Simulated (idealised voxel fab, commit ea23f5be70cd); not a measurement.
process module | voxel local oxidation
cross-section cut | 145 nm wide | cells 5 nm
A cross-section is a grid of square cells, given in bands from the top down. A band is one or more rows of cells.
Each band's line starts with the height of the band's top and of its bottom, in nm. Then come its materials from left to right, each with its width in nm. One material with "throughout" fills the band from edge to edge. "air" is empty space.
Height 0 is the level under which the wafer as received is all one material. The lowest band goes on downwards, as in "0 down".
A width such as "30 to 40" changes by the same amount from each row of cells to the next, from the band's top row to its bottom row.
"no change" after a step means that no cell of the cross-section changed.
closed voids: empty space of 8 cells or more with no open way to the top, each as width x height at its distance from the left edge, in nm
after a step's settings: what the simulator itself notes on the step
overlay nm, on a step with a mask: how far to the right of its planned place the mask lay; to the left if negative
plan
1 op RECEIVE | material Si
2 op CONFORMAL_DEP | material SiO2 | thk nm 5
3 op CONFORMAL_DEP | material SiN | thk nm 10
4 op PATTERN | tone cover | mask id ACTIVE | material resist | width nm 100 | thk nm 20 | overlay nm 0
5 op DIRECTIONAL_ETCH | etch materials SiN | depth nm 10
6 op STRIP | etch materials resist
7 op SELECTIVE_ETCH | etch materials SiO2 | depth nm 5
8 op OXIDIZE | depth nm 15
9 op STRIP | etch materials SiN
as received, after step 1
  0 down: Si throughout
  closed voids: none
first wafer at the end, as planned
  5 to 0: air 25 | SiO2 90 | air 30
  0 to -15: SiO2 40 | Si 60 | SiO2 45
  -15 down: Si throughout
  closed voids: none
second wafer at the end: like start, like plan, one mistake
  5 to 0: air 35 | SiO2 70 | air 40
  0 to -15: SiO2 50 | Si 40 | SiO2 55
  -15 down: Si throughout
  closed voids: none
what went wrong: step 7 ran as: op SELECTIVE_ETCH | etch materials SiO2 | depth nm 15
at the end the second wafer has, in cells: 12 fewer of Si | 8 more of SiO2
